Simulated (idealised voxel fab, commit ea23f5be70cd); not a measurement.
The name of this process module is voxel tone inversion.
It is cross-section cut that appears here, measuring 145 nm in width, its square cells being 5 nm in size.
For the purposes of this document, a cross-section shall be understood as a grid of square cells, specified as bands listed in top-to-bottom order, each band consisting of one or more rows of cells.
In this notation a band is specified by the heights of its top and bottom, in that order and in nm, after which its materials appear from left to right, each paired with its width in nm. The word "all across" attached to a single material means that material fills the band from edge to edge; the word "blank" stands for empty space.
Heights from 0 (as-received wafer is one material below). Bottom band endless downward, as "0..down".
Per-row width for "30..40": begins at first number (top row of band), ends at second number (bottom row), increment between rows held constant.
Key: "no change" - step with no changed cell in the cross-section.
Voids not open to the top, 8 cells minimum: see "Closed internal cavities". Written width x height at distance; distance is from the left edge; nm.
Text after the settings on a step's line: the simulator's own remark on that step.
"overlay nm" answers the question of how far to the right of plan the mask lay on a step that has a mask, and when it is negative the answer is to the left.
Planned process steps
1,RECEIVE (material Si)
2,CONFORMAL_DEP (material SiN; thk nm 5)
3,DIRECTIONAL_DEP (material aC; thk nm 25)
4,PATTERN (tone cover; mask id POSTS; material resist; width nm 15; pitch nm 35; thk nm 30; overlay nm 0)
5,DIRECTIONAL_ETCH (etch materials aC; depth nm 25)
6,STRIP (etch materials resist)
7,FILL_DEP (material lowk; thk nm 5)
8,CMP (height nm 30)
9,STRIP (etch materials aC)
10,CONFORMAL_DEP (material TiN; thk nm 5)
11,FILL_DEP (material W; thk nm 5)
12,CMP (height nm 30)
13,CONFORMAL_DEP (material SiN; thk nm 5)
Cross-section, incoming material, after step 1
  0..down  Si all across
  Closed internal cavities: none
Here's the cross-section of the first of our two wafers at the end of the module - it ran as planned
  35..30  SiN all across
  30..10  30 lowk, then 5 TiN, then 5 W, then 5 TiN, then 20 lowk, then 5 TiN, then 5 W, then 5 TiN, then 20 lowk, then 5 TiN, then 5 W, then 5 TiN, then 30 lowk
  10..5  30 lowk, then 15 TiN, then 20 lowk, then 15 TiN, then 20 lowk, then 15 TiN, then 30 lowk
  5..0  SiN all across
  0..down  Si all across
  Closed internal cavities: none
Cross-section, wafer two of two, end of module: same start and plan as wafer one, one error in execution
  40..35  SiN all across
  35..30  35 TiN, then 5 W, then 30 TiN, then 5 W, then 30 TiN, then 5 W, then 35 TiN
  30..10  30 lowk, then 5 TiN, then 5 W, then 5 TiN, then 20 lowk, then 5 TiN, then 5 W, then 5 TiN, then 20 lowk, then 5 TiN, then 5 W, then 5 TiN, then 30 lowk
  10..5  30 lowk, then 15 TiN, then 20 lowk, then 15 TiN, then 20 lowk, then 15 TiN, then 30 lowk
  5..0  SiN all across
  0..down  Si all across
  Closed internal cavities: none
Misprocessing identified: step 12 was not run as planned; what actually ran was CMP (height nm 35)
Wrapping up, a cell-based count of both wafers puts the second over or under the first for these materials: +26 TiN, +3 W
